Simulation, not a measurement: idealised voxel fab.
Process module heading - voxel capacitor over wiring
Each square cell in cross-section cut measures 5 nm, and the section as a whole is 255 nm wide.
Notation: cross-section as square-cell grid; stated in bands, top first, going down; one or more cell rows per band.
Top height, bottom height, nm. Materials left to right, width each, nm. Single material + "throughout" = fills band edge to edge. "blank" = empty.
A quick word on heights: they are counted from 0, and under that level the wafer as it came to us is one material throughout. The lowest band is different from the rest in having no bottom; it simply continues downward, written as in "0 down".
A two-number width, for instance "30..40", indicates that the width is equal to the first number in the top row of the band and to the second number in the bottom row, and that it changes by a constant amount per row of cells.
When a step is marked "everything unchanged", none of the cells in the cross-section changed during that step.
What "Closed cavity list" gives you is every empty space of 8 cells or more that is cut off from the top. Each appears as width x height at distance, with the distance taken from the left edge and width, height and distance all in nm.
Read whatever lies past the settings on a step's line as the simulator's own remark about the step.
overlay nm: mask right of planned place by this much (step with mask). Neg. = left.
plan:
| 1 | RECEIVE | material Si |
| 2 | CONFORMAL_DEP | material SiO2 | thk nm 15 |
| 3 | DIRECTIONAL_DEP | material TiN | thk nm 5 |
| 4 | DIRECTIONAL_DEP | material W | thk nm 20 |
| 5 | MASKED_ETCH | tone cover | mask id METAL_1 | width nm 20 | pitch nm 85 | etch materials W | depth nm 20 | overlay nm 0 |
| 6 | MASKED_ETCH | tone cover | mask id METAL_1 | width nm 20 | pitch nm 85 | etch materials TiN | depth nm 5 | overlay nm 0 |
| 7 | FILL_DEP | material lowk | thk nm 5 |
| 8 | CMP | height nm 40 |
| 9 | CONFORMAL_DEP | material SiCN | thk nm 5 |
| 10 | DIRECTIONAL_DEP | material lowk | thk nm 10 |
| 11 | DIRECTIONAL_DEP | material aC | thk nm 10 |
| 12 | PATTERN | tone open | mask id PLUG_1 | material resist | width nm 15 | thk nm 30 | overlay nm 0 |
| 13 | DIRECTIONAL_ETCH | etch materials aC | depth nm 10 |
| 14 | STRIP | etch materials resist |
| 15 | DIRECTIONAL_ETCH | etch materials lowk | depth nm 10 |
| 16 | DIRECTIONAL_ETCH | etch materials SiCN | depth nm 5 |
| 17 | STRIP | etch materials aC |
| 18 | EPI | material Ru | thk nm 10 |
| 19 | EPI | material Ru | thk nm 5 |
| 20 | DIRECTIONAL_DEP | material TiN | thk nm 10 |
| 21 | DIRECTIONAL_DEP | material Al2O3 | thk nm 5 |
| 22 | DIRECTIONAL_DEP | material TiN | thk nm 5 |
| 23 | DIRECTIONAL_DEP | material aC | thk nm 10 |
| 24 | PATTERN | tone cover | mask id UPPER_PLATE | material resist | width nm 70 | thk nm 25 | overlay nm 0 |
| 25 | DIRECTIONAL_ETCH | etch materials aC | depth nm 10 |
| 26 | STRIP | etch materials resist |
| 27 | DIRECTIONAL_ETCH | etch materials TiN | depth nm 5 |
| 28 | DIRECTIONAL_ETCH | etch materials Al2O3 | depth nm 5 |
| 29 | STRIP | etch materials aC |
| 30 | DIRECTIONAL_DEP | material aC | thk nm 15 |
| 31 | PATTERN | tone cover | mask id LOWER_PLATE | material resist | width nm 80 | thk nm 35 | overlay nm 0 |
| 32 | DIRECTIONAL_ETCH | etch materials aC | depth nm 15 |
| 33 | STRIP | etch materials resist |
| 34 | DIRECTIONAL_ETCH | etch materials TiN | depth nm 10 |
| 35 | STRIP | etch materials aC |
| 36 | FILL_DEP | material SiO2 | thk nm 15 |
| 37 | CMP | height nm 85 |
| 38 | MASKED_ETCH | tone open | mask id PLUG_2 | width nm 15 | etch materials SiO2 | depth nm 10 | overlay nm 0 |
| 39 | CONFORMAL_DEP | material TiN | thk nm 5 |
| 40 | FILL_DEP | material W | thk nm 5 |
| 41 | CMP | height nm 85 |
| 42 | CONFORMAL_DEP | material SiN | thk nm 5 |
First of two wafers, processed according to plan:
Cross-section of the wafer as it came to us, i.e., already through step 1:
* 0 down: Si throughout
* Closed cavity list: none
You're looking at a cross-section of the wafer after step 2:
* 15 to 0: SiO2 throughout
* Everything under 0 stays put, no change at all.
You're looking at a cross-section of the wafer after step 3:
* 20 to 15: TiN throughout
* Everything under 15 stays put, no change at all.
You're looking at a cross-section of the wafer after step 4:
* 40 to 20: W throughout
* Everything under 20 stays put, no change at all.
You're looking at a cross-section of the wafer after step 5:
* 40 to 20: blank=75 / W=20 / blank=65 / W=20 / blank=75
* Everything under 20 stays put, no change at all.
You're looking at a cross-section of the wafer after step 6:
* 40 to 20: blank=75 / W=20 / blank=65 / W=20 / blank=75
* 20 to 15: blank=75 / TiN=20 / blank=65 / TiN=20 / blank=75
* Everything under 15 stays put, no change at all.
You're looking at a cross-section of the wafer after step 7:
* 45 to 40: lowk throughout
* 40 to 20: lowk=75 / W=20 / lowk=65 / W=20 / lowk=75
* 20 to 15: lowk=75 / TiN=20 / lowk=65 / TiN=20 / lowk=75
* Everything under 15 stays put, no change at all.
You're looking at a cross-section of the wafer after step 8:
* 40 to 20: lowk=75 / W=20 / lowk=65 / W=20 / lowk=75
* Everything under 20 stays put, no change at all.
You're looking at a cross-section of the wafer after step 9:
* 45 to 40: SiCN throughout
* Everything under 40 stays put, no change at all.
You're looking at a cross-section of the wafer after step 10:
* 55 to 45: lowk throughout
* Everything under 45 stays put, no change at all.
You're looking at a cross-section of the wafer after step 11:
* 65 to 55: aC throughout
* Everything under 55 stays put, no change at all.
You're looking at a cross-section of the wafer after step 12:
* 95 to 65: resist=80 / blank=15 / resist=160
* Everything under 65 stays put, no change at all.
You're looking at a cross-section of the wafer after step 13:
* 85 to 65: resist=80 / blank=15 / resist=160
* 65 to 55: aC=80 / blank=15 / aC=160
* Everything under 55 stays put, no change at all.
You're looking at a cross-section of the wafer after step 14:
* 65 to 55: aC=80 / blank=15 / aC=160
* Everything under 55 stays put, no change at all.
You're looking at a cross-section of the wafer after step 15:
* 65 to 55: aC=80 / blank=15 / aC=160
* 55 to 45: lowk=80 / blank=15 / lowk=160
* Everything under 45 stays put, no change at all.
You're looking at a cross-section of the wafer after step 16:
* 65 to 55: aC=80 / blank=15 / aC=160
* 55 to 45: lowk=80 / blank=15 / lowk=160
* 45 to 40: SiCN=80 / blank=15 / SiCN=160
* Everything under 40 stays put, no change at all.
You're looking at a cross-section of the wafer after step 17:
* 55 to 45: lowk=80 / blank=15 / lowk=160
* Everything under 45 stays put, no change at all.
You're looking at a cross-section of the wafer after step 18:
* 55 to 50: lowk=80 / blank=15 / lowk=160
* 50 to 45: lowk=80 / Ru=15 / lowk=160
* 45 to 40: SiCN=80 / Ru=15 / SiCN=160
* Everything under 40 stays put, no change at all.
You're looking at a cross-section of the wafer after step 19:
* 55 to 45: lowk=80 / Ru=15 / lowk=160
* Everything under 45 stays put, no change at all.
You're looking at a cross-section of the wafer after step 20:
* 65 to 55: TiN throughout
* Everything under 55 stays put, no change at all.
You're looking at a cross-section of the wafer after step 21:
* 70 to 65: Al2O3 throughout
* Everything under 65 stays put, no change at all.
You're looking at a cross-section of the wafer after step 22:
* 75 to 70: TiN throughout
* Everything under 70 stays put, no change at all.
You're looking at a cross-section of the wafer after step 23:
* 85 to 75: aC throughout
* Everything under 75 stays put, no change at all.
You're looking at a cross-section of the wafer after step 24:
* 110 to 85: blank=80 / resist=70 / blank=105
* Everything under 85 stays put, no change at all.
You're looking at a cross-section of the wafer after step 25:
* 100 to 85: blank=80 / resist=70 / blank=105
* 85 to 75: blank=80 / aC=70 / blank=105
* Everything under 75 stays put, no change at all.
You're looking at a cross-section of the wafer after step 26:
* 85 to 75: blank=80 / aC=70 / blank=105
* Everything under 75 stays put, no change at all.
You're looking at a cross-section of the wafer after step 27:
* 85 to 75: blank=80 / aC=70 / blank=105
* 75 to 70: blank=80 / TiN=70 / blank=105
* Everything under 70 stays put, no change at all.
You're looking at a cross-section of the wafer after step 28:
* 85 to 75: blank=80 / aC=70 / blank=105
* 75 to 70: blank=80 / TiN=70 / blank=105
* 70 to 65: blank=80 / Al2O3=70 / blank=105
* Everything under 65 stays put, no change at all.
You're looking at a cross-section of the wafer after step 29:
* 75 to 70: blank=80 / TiN=70 / blank=105
* Everything under 70 stays put, no change at all.
You're looking at a cross-section of the wafer after step 30:
* 90 to 80: blank=80 / aC=70 / blank=105
* 80 to 75: aC throughout
* 75 to 70: aC=80 / TiN=70 / aC=105
* 70 to 65: aC=80 / Al2O3=70 / aC=105
* Everything under 65 stays put, no change at all.
You're looking at a cross-section of the wafer after step 31:
* 125 to 90: blank=75 / resist=80 / blank=100
* 90 to 80: blank=75 / resist=5 / aC=70 / resist=5 / blank=100
* Everything under 80 stays put, no change at all.
You're looking at a cross-section of the wafer after step 32:
* 110 to 90: blank=75 / resist=80 / blank=100
* 90 to 80: blank=75 / resist=5 / aC=70 / resist=5 / blank=100
* 80 to 75: blank=75 / aC=80 / blank=100
* 75 to 70: blank=75 / aC=5 / TiN=70 / aC=5 / blank=100
* 70 to 65: blank=75 / aC=5 / Al2O3=70 / aC=5 / blank=100
* Everything under 65 stays put, no change at all.
You're looking at a cross-section of the wafer after step 33:
* 90 to 80: blank=80 / aC=70 / blank=105
* Everything under 80 stays put, no change at all.
You're looking at a cross-section of the wafer after step 34:
* 90 to 80: blank=80 / aC=70 / blank=105
* 80 to 75: blank=75 / aC=80 / blank=100
* 75 to 70: blank=75 / aC=5 / TiN=70 / aC=5 / blank=100
* 70 to 65: blank=75 / aC=5 / Al2O3=70 / aC=5 / blank=100
* 65 to 55: blank=75 / TiN=80 / blank=100
* Everything under 55 stays put, no change at all.
You're looking at a cross-section of the wafer after step 35:
* 75 to 70: blank=80 / TiN=70 / blank=105
* 70 to 65: blank=80 / Al2O3=70 / blank=105
* Everything under 65 stays put, no change at all.
You're looking at a cross-section of the wafer after step 36:
* 90 to 75: SiO2 throughout
* 75 to 70: SiO2=80 / TiN=70 / SiO2=105
* 70 to 65: SiO2=80 / Al2O3=70 / SiO2=105
* 65 to 55: SiO2=75 / TiN=80 / SiO2=100
* Everything under 55 stays put, no change at all.
You're looking at a cross-section of the wafer after step 37:
* 85 to 75: SiO2 throughout
* Everything under 75 stays put, no change at all.
You're looking at a cross-section of the wafer after step 38:
* 85 to 75: SiO2=90 / blank=15 / SiO2=150
* Everything under 75 stays put, no change at all.
You're looking at a cross-section of the wafer after step 39:
* 90 to 85: TiN=95 / blank=5 / TiN=155
* 85 to 80: SiO2=90 / TiN=5 / blank=5 / TiN=5 / SiO2=150
* 80 to 70: SiO2=90..80 / TiN=15..70 / SiO2=150..105
* Everything under 70 stays put, no change at all.
You're looking at a cross-section of the wafer after step 40:
* 95 to 90: W throughout
* 90 to 85: TiN=95 / W=5 / TiN=155
* 85 to 80: SiO2=90 / TiN=5 / W=5 / TiN=5 / SiO2=150
* Everything under 80 stays put, no change at all.
You're looking at a cross-section of the wafer after step 41:
* 85 to 80: SiO2=90 / TiN=5 / W=5 / TiN=5 / SiO2=150
* Everything under 80 stays put, no change at all.
You're looking at a cross-section of the wafer after step 42:
* 90 to 85: SiN throughout
* Everything under 85 stays put, no change at all.
What follows concerns the second wafer, which started out like the first and was meant to follow the very same plan; one mistake crept in when it was run, but everything up to and including step 2 is the same as for the first wafer:
Cross-section of the second wafer corresponding to the planned conclusion of step 3:
* 20 to 15: SiCN throughout
* Everything under 15 stays put, no change at all.
Cross-section of the second wafer corresponding to the planned conclusion of step 4:
* 40 to 20: W throughout
* Everything under 20 stays put, no change at all.
Cross-section of the second wafer corresponding to the planned conclusion of step 5:
* 40 to 20: blank=75 / W=20 / blank=65 / W=20 / blank=75
* Everything under 20 stays put, no change at all.
Cross-section of the second wafer corresponding to the planned conclusion of step 6: everything unchanged
Cross-section of the second wafer corresponding to the planned conclusion of step 7:
* 45 to 40: lowk throughout
* 40 to 20: lowk=75 / W=20 / lowk=65 / W=20 / lowk=75
* Everything under 20 stays put, no change at all.
Cross-section of the second wafer corresponding to the planned conclusion of step 8:
* 40 to 20: lowk=75 / W=20 / lowk=65 / W=20 / lowk=75
* Everything under 20 stays put, no change at all.
Cross-section of the second wafer corresponding to the planned conclusion of step 9:
* 45 to 40: SiCN throughout
* Everything under 40 stays put, no change at all.
Cross-section of the second wafer corresponding to the planned conclusion of step 10:
* 55 to 45: lowk throughout
* Everything under 45 stays put, no change at all.
Cross-section of the second wafer corresponding to the planned conclusion of step 11:
* 65 to 55: aC throughout
* Everything under 55 stays put, no change at all.
Cross-section of the second wafer corresponding to the planned conclusion of step 12:
* 95 to 65: resist=80 / blank=15 / resist=160
* Everything under 65 stays put, no change at all.
Cross-section of the second wafer corresponding to the planned conclusion of step 13:
* 85 to 65: resist=80 / blank=15 / resist=160
* 65 to 55: aC=80 / blank=15 / aC=160
* Everything under 55 stays put, no change at all.
Cross-section of the second wafer corresponding to the planned conclusion of step 14:
* 65 to 55: aC=80 / blank=15 / aC=160
* Everything under 55 stays put, no change at all.
Cross-section of the second wafer corresponding to the planned conclusion of step 15:
* 65 to 55: aC=80 / blank=15 / aC=160
* 55 to 45: lowk=80 / blank=15 / lowk=160
* Everything under 45 stays put, no change at all.
Cross-section of the second wafer corresponding to the planned conclusion of step 16:
* 65 to 55: aC=80 / blank=15 / aC=160
* 55 to 45: lowk=80 / blank=15 / lowk=160
* 45 to 40: SiCN=80 / blank=15 / SiCN=160
* Everything under 40 stays put, no change at all.
Cross-section of the second wafer corresponding to the planned conclusion of step 17:
* 55 to 45: lowk=80 / blank=15 / lowk=160
* Everything under 45 stays put, no change at all.
Cross-section of the second wafer corresponding to the planned conclusion of step 18:
* 55 to 50: lowk=80 / blank=15 / lowk=160
* 50 to 45: lowk=80 / Ru=15 / lowk=160
* 45 to 40: SiCN=80 / Ru=15 / SiCN=160
* Everything under 40 stays put, no change at all.
Cross-section of the second wafer corresponding to the planned conclusion of step 19:
* 55 to 45: lowk=80 / Ru=15 / lowk=160
* Everything under 45 stays put, no change at all.
Cross-section of the second wafer corresponding to the planned conclusion of step 20:
* 65 to 55: TiN throughout
* Everything under 55 stays put, no change at all.
Cross-section of the second wafer corresponding to the planned conclusion of step 21:
* 70 to 65: Al2O3 throughout
* Everything under 65 stays put, no change at all.
Cross-section of the second wafer corresponding to the planned conclusion of step 22:
* 75 to 70: TiN throughout
* Everything under 70 stays put, no change at all.
Cross-section of the second wafer corresponding to the planned conclusion of step 23:
* 85 to 75: aC throughout
* Everything under 75 stays put, no change at all.
Cross-section of the second wafer corresponding to the planned conclusion of step 24:
* 110 to 85: blank=80 / resist=70 / blank=105
* Everything under 85 stays put, no change at all.
Cross-section of the second wafer corresponding to the planned conclusion of step 25:
* 100 to 85: blank=80 / resist=70 / blank=105
* 85 to 75: blank=80 / aC=70 / blank=105
* Everything under 75 stays put, no change at all.
Cross-section of the second wafer corresponding to the planned conclusion of step 26:
* 85 to 75: blank=80 / aC=70 / blank=105
* Everything under 75 stays put, no change at all.
Cross-section of the second wafer corresponding to the planned conclusion of step 27:
* 85 to 75: blank=80 / aC=70 / blank=105
* 75 to 70: blank=80 / TiN=70 / blank=105
* Everything under 70 stays put, no change at all.
Cross-section of the second wafer corresponding to the planned conclusion of step 28:
* 85 to 75: blank=80 / aC=70 / blank=105
* 75 to 70: blank=80 / TiN=70 / blank=105
* 70 to 65: blank=80 / Al2O3=70 / blank=105
* Everything under 65 stays put, no change at all.
Cross-section of the second wafer corresponding to the planned conclusion of step 29:
* 75 to 70: blank=80 / TiN=70 / blank=105
* Everything under 70 stays put, no change at all.
Cross-section of the second wafer corresponding to the planned conclusion of step 30:
* 90 to 80: blank=80 / aC=70 / blank=105
* 80 to 75: aC throughout
* 75 to 70: aC=80 / TiN=70 / aC=105
* 70 to 65: aC=80 / Al2O3=70 / aC=105
* Everything under 65 stays put, no change at all.
Cross-section of the second wafer corresponding to the planned conclusion of step 31:
* 125 to 90: blank=75 / resist=80 / blank=100
* 90 to 80: blank=75 / resist=5 / aC=70 / resist=5 / blank=100
* Everything under 80 stays put, no change at all.
Cross-section of the second wafer corresponding to the planned conclusion of step 32:
* 110 to 90: blank=75 / resist=80 / blank=100
* 90 to 80: blank=75 / resist=5 / aC=70 / resist=5 / blank=100
* 80 to 75: blank=75 / aC=80 / blank=100
* 75 to 70: blank=75 / aC=5 / TiN=70 / aC=5 / blank=100
* 70 to 65: blank=75 / aC=5 / Al2O3=70 / aC=5 / blank=100
* Everything under 65 stays put, no change at all.
Cross-section of the second wafer corresponding to the planned conclusion of step 33:
* 90 to 80: blank=80 / aC=70 / blank=105
* Everything under 80 stays put, no change at all.
Cross-section of the second wafer corresponding to the planned conclusion of step 34:
* 90 to 80: blank=80 / aC=70 / blank=105
* 80 to 75: blank=75 / aC=80 / blank=100
* 75 to 70: blank=75 / aC=5 / TiN=70 / aC=5 / blank=100
* 70 to 65: blank=75 / aC=5 / Al2O3=70 / aC=5 / blank=100
* 65 to 55: blank=75 / TiN=80 / blank=100
* Everything under 55 stays put, no change at all.
Cross-section of the second wafer corresponding to the planned conclusion of step 35:
* 75 to 70: blank=80 / TiN=70 / blank=105
* 70 to 65: blank=80 / Al2O3=70 / blank=105
* Everything under 65 stays put, no change at all.
Cross-section of the second wafer corresponding to the planned conclusion of step 36:
* 90 to 75: SiO2 throughout
* 75 to 70: SiO2=80 / TiN=70 / SiO2=105
* 70 to 65: SiO2=80 / Al2O3=70 / SiO2=105
* 65 to 55: SiO2=75 / TiN=80 / SiO2=100
* Everything under 55 stays put, no change at all.
Cross-section of the second wafer corresponding to the planned conclusion of step 37:
* 85 to 75: SiO2 throughout
* Everything under 75 stays put, no change at all.
Cross-section of the second wafer corresponding to the planned conclusion of step 38:
* 85 to 75: SiO2=90 / blank=15 / SiO2=150
* Everything under 75 stays put, no change at all.
Cross-section of the second wafer corresponding to the planned conclusion of step 39:
* 90 to 85: TiN=95 / blank=5 / TiN=155
* 85 to 80: SiO2=90 / TiN=5 / blank=5 / TiN=5 / SiO2=150
* 80 to 70: SiO2=90..80 / TiN=15..70 / SiO2=150..105
* Everything under 70 stays put, no change at all.
Cross-section of the second wafer corresponding to the planned conclusion of step 40:
* 95 to 90: W throughout
* 90 to 85: TiN=95 / W=5 / TiN=155
* 85 to 80: SiO2=90 / TiN=5 / W=5 / TiN=5 / SiO2=150
* Everything under 80 stays put, no change at all.
Cross-section of the second wafer corresponding to the planned conclusion of step 41:
* 85 to 80: SiO2=90 / TiN=5 / W=5 / TiN=5 / SiO2=150
* Everything under 80 stays put, no change at all.
Cross-section of the second wafer corresponding to the planned conclusion of step 42:
* 90 to 85: SiN throughout
* Everything under 85 stays put, no change at all.
What broke from the plan during processing? step 3 deviated from plan and actually ran as DIRECTIONAL_DEP | material SiCN | thk nm 5
Cell-count delta at end, second wafer over first, by material: SiCN +51; TiN -8; lowk -43
